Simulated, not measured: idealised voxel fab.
process module | voxel gate over fins
cross-section cut | 290 nm wide | cells 5 nm
A cross-section is a grid of square cells, given in bands from the top down. A band is one or more rows of cells.
Each band's line starts with the height of the band's top and of its bottom, in nm. Then come its materials from left to right, each with its width in nm. One material with "throughout" fills the band from edge to edge. "air" is empty space.
Height 0 is the level under which the wafer as received is all one material. The lowest band goes on downwards, as in "0 down".
A width such as "30 to 40" changes by the same amount from each row of cells to the next, from the band's top row to its bottom row.
"no change" after a step means that no cell of the cross-section changed.
closed voids: empty space of 8 cells or more with no open way to the top, each as width x height at its distance from the left edge, in nm
after a step's settings: what the simulator itself notes on the step
overlay nm, on a step with a mask: how far to the right of its planned place the mask lay; to the left if negative
plan
1 op RECEIVE | material Si
2 op CONFORMAL_DEP | material SiN | thk nm 5
3 op MASKED_ETCH | tone cover | mask id FINS | width nm 15 | pitch nm 35 | etch materials SiN | depth nm 5 | overlay nm 0
4 op MASKED_ETCH | tone cover | mask id FINS | width nm 15 | pitch nm 35 | etch materials Si | depth nm 35 | overlay nm 0
5 op FILL_DEP | material SiO2 | thk nm 5
6 op CMP | height nm 5
7 op SELECTIVE_ETCH | etch materials SiO2 | depth nm 15
8 op STRIP | etch materials SiN
9 op CONFORMAL_DEP | material HfO2 | thk nm 5
10 op CONFORMAL_DEP | material TiN | thk nm 5
11 op FILL_DEP | material W | thk nm 15
12 op CMP | height nm 20
13 op CONFORMAL_DEP | material SiCN | thk nm 5
first wafer, as planned
as received, after step 1
  0 down: Si throughout
  closed voids: none
after step 2
  5 to 0: SiN throughout
  below 0: unchanged
after step 3
  5 to 0: air 120 | SiN 15 | air 20 | SiN 15 | air 120
  below 0: unchanged
after step 4
  5 to 0: air 120 | SiN 15 | air 20 | SiN 15 | air 120
  0 to -35: air 120 | Si 15 | air 20 | Si 15 | air 120
  below -35: unchanged
after step 5
  10 to 5: SiO2 throughout
  5 to 0: SiO2 120 | SiN 15 | SiO2 20 | SiN 15 | SiO2 120
  0 to -35: SiO2 120 | Si 15 | SiO2 20 | Si 15 | SiO2 120
  below -35: unchanged
after step 6
  5 to 0: SiO2 120 | SiN 15 | SiO2 20 | SiN 15 | SiO2 120
  below 0: unchanged
after step 7
  5 to 0: air 120 | SiN 15 | air 20 | SiN 15 | air 120
  0 to -10: air 120 | Si 15 | air 20 | Si 15 | air 120
  below -10: unchanged
after step 8
  0 to -10: air 120 | Si 15 | air 20 | Si 15 | air 120
  below -10: unchanged
after step 9
  5 to 0: air 115 | HfO2 25 | air 10 | HfO2 25 | air 115
  0 to -5: air 115 | HfO2 5 | Si 15 | HfO2 5 | air 10 | HfO2 5 | Si 15 | HfO2 5 | air 115
  -5 to -10: HfO2 120 | Si 15 | HfO2 20 | Si 15 | HfO2 120
  below -10: unchanged
after step 10
  10 to 5: air 110 | TiN 70 | air 110
  5 to 0: air 110 | TiN 5 | HfO2 25 | TiN 10 | HfO2 25 | TiN 5 | air 110
  0 to -5: TiN 115 | HfO2 5 | Si 15 | HfO2 5 | TiN 10 | HfO2 5 | Si 15 | HfO2 5 | TiN 115
  below -5: unchanged
after step 11
  25 to 10: W throughout
  10 to 5: W 110 | TiN 70 | W 110
  5 to 0: W 110 | TiN 5 | HfO2 25 | TiN 10 | HfO2 25 | TiN 5 | W 110
  below 0: unchanged
after step 12
  20 to 10: W throughout
  below 10: unchanged
after step 13
  25 to 20: SiCN throughout
  below 20: unchanged
second wafer: like start, like plan, one mistake. Through step 6 it matches the first wafer
when step 7 should have ended
  5 to 0: air 120 | SiN 15 | air 20 | SiN 15 | air 120
  below 0: unchanged
when step 8 should have ended
  0 to -35: SiO2 120 | Si 15 | SiO2 20 | Si 15 | SiO2 120
  below -35: unchanged
when step 9 should have ended
  5 to 0: HfO2 throughout
  below 0: unchanged
when step 10 should have ended
  10 to 5: TiN throughout
  below 5: unchanged
when step 11 should have ended
  25 to 10: W throughout
  below 10: unchanged
when step 12 should have ended
  20 to 10: W throughout
  below 10: unchanged
when step 13 should have ended
  25 to 20: SiCN throughout
  below 20: unchanged
what went wrong: step 7 ran as: op SELECTIVE_ETCH | etch materials SiO2 | depth nm 5
at the end the second wafer has, in cells: 8 fewer of HfO2 | 104 more of SiO2 | 8 fewer of TiN | 88 fewer of W
